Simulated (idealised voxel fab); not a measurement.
This is a process module. Its name is voxel trench capacitor.
Cross-sectional view cut (width: 280 nm; square cell size: 5 nm).
Cross-section spec: square-cell grid; bands listed top down; each band is one or more rows. What a band's entry tells you: where the top is and where the bottom is, as heights in nm, and after that what lies inside, material by material from left to right, each with its width in nm. Empty space is written as the word "empty", and a single material marked with the word "everywhere" occupies the band from edge to edge. Height is counted from the level 0, under which the received wafer is composed throughout of one material. The lowest of the bands is not closed at the bottom but continues downward, in the notation "0 -> down". Quick explanation for "30..40": the width changes in equal steps down the rows of cells, from the first number in the band's top row to the second number in its bottom row. For the purposes of this document, the phrase "nothing got changed" attached to a step denotes that no cell within the cross-section was modified by that step. The label "Fully sealed voids" introduces a list of the empty spaces, 8 cells or larger, that have no open way up to the top; each entry in it reads width x height at distance, where the distance is taken from the left edge and all three are stated in nm. after a step's settings: what the simulator itself notes on the step. overlay nm: how far to the right of its planned place the mask lay on this masked step (negative: to the left).
Intended process steps
1. RECEIVE, material Si
2. CONFORMAL_DEP, material SiN, thk nm 10
3. DIRECTIONAL_DEP, material aC, thk nm 15
4. PATTERN, tone open, mask id TRENCH, material resist, width nm 20, pitch nm 45, thk nm 35, overlay nm 0
5. DIRECTIONAL_ETCH, etch materials aC, depth nm 15
6. STRIP, etch materials resist
7. DIRECTIONAL_ETCH, etch materials SiN, depth nm 10
8. DIRECTIONAL_ETCH, etch materials Si, depth nm 30
9. STRIP, etch materials aC
10. CONFORMAL_DEP, material HfO2, thk nm 5
11. CONFORMAL_DEP, material TiN, thk nm 5
12. FILL_DEP, material W, thk nm 10
13. CMP, height nm 10
The value of width nm given for step 4 in the plan refers to the first wafer; the wafers vary in this setting and are alike at the start.
As received, i.e. after step 1: cross-section through the first of several wafers
> 0 -> down | Si everywhere
> Fully sealed voids: none
Row per wafer, end-of-module: cell gain (+)/loss (-) by material since the wafer came in, then closed voids
width nm 20 | +36 HfO2 | -48 Si | +96 SiN | +28 TiN | Fully sealed voids: none
width nm 25 | +38 HfO2 | -60 Si | +92 SiN | +30 TiN | +12 W | Fully sealed voids: none
width nm 30 | +40 HfO2 | -72 Si | +88 SiN | +32 TiN | +24 W | Fully sealed voids: none
